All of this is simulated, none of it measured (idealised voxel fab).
Process module in this document: voxel trench capacitor
205 nm wide, 5 nm square cells: that's cross-section cut.
Think of the cross-section as a grid of square cells. We describe it in bands, top to bottom, and each band covers one or more rows of those cells. Top, bottom (nm), then materials left to right with widths (nm); lone material tagged "everywhere" fills the whole band edge to edge; "empty" = empty space. Where do heights start? At 0: under that level the wafer as delivered is made of one material only. And the lowest band has no floor; it just carries on downward, as in "top 0, no bottom". A width given as "30..40" starts at the first number in the band's top row and ends at the second number in its bottom row, shifting by an equal amount at every step from row to row. "remains unaltered" -> step changed no cross-section cell. So "Cavities, closed" is basically the list of trapped voids: any empty space of 8 cells or more that can't reach the top through an opening. They're written width x height at distance, the distance being from the left edge, and it's all nm. Post-settings text on a step line: simulator's own remark regarding the step. Each step line may optionally specify "overlay nm", which for a step with a mask gives the rightward distance between the mask's planned place and where it lay, a negative value indicating the leftward direction.

Steps in the process plan:
| 1 | RECEIVE: material Si |
| 2 | CONFORMAL_DEP: material SiN, thk nm 5 |
| 3 | DIRECTIONAL_DEP: material aC, thk nm 10 |
| 4 | PATTERN: tone open, mask id TRENCH, material resist, width nm 20, pitch nm 50, thk nm 30, overlay nm 0 |
| 5 | DIRECTIONAL_ETCH: etch materials aC, depth nm 10 |
| 6 | STRIP: etch materials resist |
| 7 | DIRECTIONAL_ETCH: etch materials SiN, depth nm 5 |
| 8 | DIRECTIONAL_ETCH: etch materials Si, depth nm 25 |
| 9 | STRIP: etch materials aC |
| 10 | CONFORMAL_DEP: material Al2O3, thk nm 5 |
| 11 | FILL_DEP: material polySi, thk nm 5 |
| 12 | CMP: height nm 5 |

The first of a set of two wafers, run to plan:

Wafer as received: cross-section following step 1:
* top 0, no bottom  Si everywhere
* Cavities, closed: none

Once step 2 is through, the wafer looks like this in cross-section:
* top 5, bottom 0  SiN everywhere
* Nothing below the height 0 has changed.

Once step 3 is through, the wafer looks like this in cross-section:
* top 15, bottom 5  aC everywhere
* Nothing below the height 5 has changed.

Once step 4 is through, the wafer looks like this in cross-section:
* top 45, bottom 15  65 of resist; 20 of empty; 30 of resist; 20 of empty; 70 of resist
* Nothing below the height 15 has changed.

Once step 5 is through, the wafer looks like this in cross-section:
* top 35, bottom 15  65 of resist; 20 of empty; 30 of resist; 20 of empty; 70 of resist
* top 15, bottom 5  65 of aC; 20 of empty; 30 of aC; 20 of empty; 70 of aC
* Nothing below the height 5 has changed.

Once step 6 is through, the wafer looks like this in cross-section:
* top 15, bottom 5  65 of aC; 20 of empty; 30 of aC; 20 of empty; 70 of aC
* Nothing below the height 5 has changed.

Once step 7 is through, the wafer looks like this in cross-section:
* top 15, bottom 5  65 of aC; 20 of empty; 30 of aC; 20 of empty; 70 of aC
* top 5, bottom 0  65 of SiN; 20 of empty; 30 of SiN; 20 of empty; 70 of SiN
* Nothing below the height 0 has changed.

Once step 8 is through, the wafer looks like this in cross-section:
* top 15, bottom 5  65 of aC; 20 of empty; 30 of aC; 20 of empty; 70 of aC
* top 5, bottom 0  65 of SiN; 20 of empty; 30 of SiN; 20 of empty; 70 of SiN
* top 0, bottom -25  65 of Si; 20 of empty; 30 of Si; 20 of empty; 70 of Si
* Nothing below the height -25 has changed.

Once step 9 is through, the wafer looks like this in cross-section:
* top 5, bottom 0  65 of SiN; 20 of empty; 30 of SiN; 20 of empty; 70 of SiN
* Nothing below the height 0 has changed.

Once step 10 is through, the wafer looks like this in cross-section:
* top 10, bottom 5  70 of Al2O3; 10 of empty; 40 of Al2O3; 10 of empty; 75 of Al2O3
* top 5, bottom 0  65 of SiN; 5 of Al2O3; 10 of empty; 5 of Al2O3; 30 of SiN; 5 of Al2O3; 10 of empty; 5 of Al2O3; 70 of SiN
* top 0, bottom -20  65 of Si; 5 of Al2O3; 10 of empty; 5 of Al2O3; 30 of Si; 5 of Al2O3; 10 of empty; 5 of Al2O3; 70 of Si
* top -20, bottom -25  65 of Si; 20 of Al2O3; 30 of Si; 20 of Al2O3; 70 of Si
* Nothing below the height -25 has changed.

Once step 11 is through, the wafer looks like this in cross-section:
* top 15, bottom 10  polySi everywhere
* top 10, bottom 5  70 of Al2O3; 10 of polySi; 40 of Al2O3; 10 of polySi; 75 of Al2O3
* top 5, bottom 0  65 of SiN; 5 of Al2O3; 10 of polySi; 5 of Al2O3; 30 of SiN; 5 of Al2O3; 10 of polySi; 5 of Al2O3; 70 of SiN
* top 0, bottom -20  65 of Si; 5 of Al2O3; 10 of polySi; 5 of Al2O3; 30 of Si; 5 of Al2O3; 10 of polySi; 5 of Al2O3; 70 of Si
* Nothing below the height -20 has changed.

Once step 12 is through, the wafer looks like this in cross-section:
* top 5, bottom 0  65 of SiN; 5 of Al2O3; 10 of polySi; 5 of Al2O3; 30 of SiN; 5 of Al2O3; 10 of polySi; 5 of Al2O3; 70 of SiN
* Nothing below the height 0 has changed.

Second of two: same start, same plan, one run error; steps up to and including 3 match the first:

Here is the second wafer in cross-section at the point where step 4 of the plan should have been done:
* top 45, bottom 15  65 of empty; 20 of resist; 30 of empty; 20 of resist; 70 of empty
* Nothing below the height 15 has changed.

Here is the second wafer in cross-section at the point where step 5 of the plan should have been done:
* top 35, bottom 15  65 of empty; 20 of resist; 30 of empty; 20 of resist; 70 of empty
* top 15, bottom 5  65 of empty; 20 of aC; 30 of empty; 20 of aC; 70 of empty
* Nothing below the height 5 has changed.

Here is the second wafer in cross-section at the point where step 6 of the plan should have been done:
* top 15, bottom 5  65 of empty; 20 of aC; 30 of empty; 20 of aC; 70 of empty
* Nothing below the height 5 has changed.

Here is the second wafer in cross-section at the point where step 7 of the plan should have been done:
* top 15, bottom 5  65 of empty; 20 of aC; 30 of empty; 20 of aC; 70 of empty
* top 5, bottom 0  65 of empty; 20 of SiN; 30 of empty; 20 of SiN; 70 of empty
* Nothing below the height 0 has changed.

Here is the second wafer in cross-section at the point where step 8 of the plan should have been done:
* top 15, bottom 5  65 of empty; 20 of aC; 30 of empty; 20 of aC; 70 of empty
* top 5, bottom 0  65 of empty; 20 of SiN; 30 of empty; 20 of SiN; 70 of empty
* top 0, bottom -25  65 of empty; 20 of Si; 30 of empty; 20 of Si; 70 of empty
* Nothing below the height -25 has changed.

Here is the second wafer in cross-section at the point where step 9 of the plan should have been done:
* top 5, bottom 0  65 of empty; 20 of SiN; 30 of empty; 20 of SiN; 70 of empty
* Nothing below the height 0 has changed.

Here is the second wafer in cross-section at the point where step 10 of the plan should have been done:
* top 10, bottom 5  60 of empty; 30 of Al2O3; 20 of empty; 30 of Al2O3; 65 of empty
* top 5, bottom 0  60 of empty; 5 of Al2O3; 20 of SiN; 5 of Al2O3; 20 of empty; 5 of Al2O3; 20 of SiN; 5 of Al2O3; 65 of empty
* top 0, bottom -20  60 of empty; 5 of Al2O3; 20 of Si; 5 of Al2O3; 20 of empty; 5 of Al2O3; 20 of Si; 5 of Al2O3; 65 of empty
* top -20, bottom -25  65 of Al2O3; 20 of Si; 30 of Al2O3; 20 of Si; 70 of Al2O3
* Nothing below the height -25 has changed.

Here is the second wafer in cross-section at the point where step 11 of the plan should have been done:
* top 15, bottom 10  polySi everywhere
* top 10, bottom 5  60 of polySi; 30 of Al2O3; 20 of polySi; 30 of Al2O3; 65 of polySi
* top 5, bottom 0  60 of polySi; 5 of Al2O3; 20 of SiN; 5 of Al2O3; 20 of polySi; 5 of Al2O3; 20 of SiN; 5 of Al2O3; 65 of polySi
* top 0, bottom -20  60 of polySi; 5 of Al2O3; 20 of Si; 5 of Al2O3; 20 of polySi; 5 of Al2O3; 20 of Si; 5 of Al2O3; 65 of polySi
* Nothing below the height -20 has changed.

Here is the second wafer in cross-section at the point where step 12 of the plan should have been done:
* top 5, bottom 0  60 of polySi; 5 of Al2O3; 20 of SiN; 5 of Al2O3; 20 of polySi; 5 of Al2O3; 20 of SiN; 5 of Al2O3; 65 of polySi
* Nothing below the height 0 has changed.
Misprocessing identified: step 4 ran differently from the plan; actual operation with settings: PATTERN: tone cover, mask id TRENCH, material resist, width nm 20, pitch nm 50, thk nm 30, overlay nm 0
Materials where the second wafer ends with more or fewer cells than the first: Al2O3 +25, Si -125, SiN -25, polySi +125
